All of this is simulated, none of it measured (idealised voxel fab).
Process module name: voxel released beams
The cross-section on display is named cut; it measures 255 nm wide, and its cells are 5 nm squares.
Cross-section format: a grid of square cells, given as bands from top to bottom; each band is one or more rows of cells. Heads up on the band format: heights come first, top then bottom, in nm. After that it's the materials left to right, each with its width in nm. A single material flagged "edge to edge" fills the whole band edge to edge, and "air" means there's empty space there. Heights are expressed relative to 0, this being the level below which the as-received wafer comprises one material exclusively. The lowest band is unbounded in the downward direction and is denoted as in "top 0, no bottom". Top row gets the first number, bottom row gets the second, and each row in between changes by the same step: that is how a band width like "30..40" works. Basically "remains unaltered" means that step didn't change any cell in the cross-section. "Voids, sealed" means: voids of 8 cells or more that are shut off from the top with no open way through. Written width x height at distance, distance from the left edge, in nm. after a step's settings: what the simulator itself notes on the step. overlay nm: for a step with a mask, the amount by which the mask lay right of where it was planned; a negative amount means left of it.

[Intended process steps]
| 1 | op RECEIVE | material Si |
| 2 | op CONFORMAL_DEP | material Al2O3 | thk nm 5 |
| 3 | op DIRECTIONAL_DEP | material SiO2 | thk nm 20 |
| 4 | op PATTERN | tone open | mask id ANCHOR | material resist | width nm 35 | thk nm 20 | overlay nm 0 |
| 5 | op DIRECTIONAL_ETCH | etch materials SiO2 | depth nm 20 |
| 6 | op STRIP | etch materials resist |
| 7 | op CONFORMAL_DEP | material SiN | thk nm 15 |
| 8 | op MASKED_ETCH | tone cover | mask id BEAM | width nm 120 | etch materials SiN | depth nm 15 | overlay nm 0 |
| 9 | op STRIP | etch materials SiO2 |

[The cross-section here shows the wafer as received, i.e. in its state after step 1]
    top 0, no bottom | Si edge to edge
    Voids, sealed: none

[Module complete - cross-section of the first of two wafers, run according to plan]
    top 40, bottom 25 | 65 of air, 20 of SiN, 5 of air, 95 of SiN, 70 of air
    top 25, bottom 20 | 70 of air, 15 of SiN, 5 of air, 15 of SiN, 150 of air
    top 20, bottom 5 | 70 of air, 35 of SiN, 150 of air
    top 5, bottom 0 | Al2O3 edge to edge
    top 0, no bottom | Si edge to edge
    Voids, sealed: none

[second wafer at the end: like start, like plan, one mistake]
    top 55, bottom 40 | 65 of air, 120 of SiN, 70 of air
    top 40, bottom 25 | SiN edge to edge
    top 25, bottom 5 | 70 of SiO2, 35 of SiN, 150 of SiO2
    top 5, bottom 0 | Al2O3 edge to edge
    top 0, no bottom | Si edge to edge
    Voids, sealed: none
The plan and the run diverged here: step 7 was run twice
Final cells, second wafer relative to first, materials higher or lower: SiN: 157 more | SiO2: 176 more
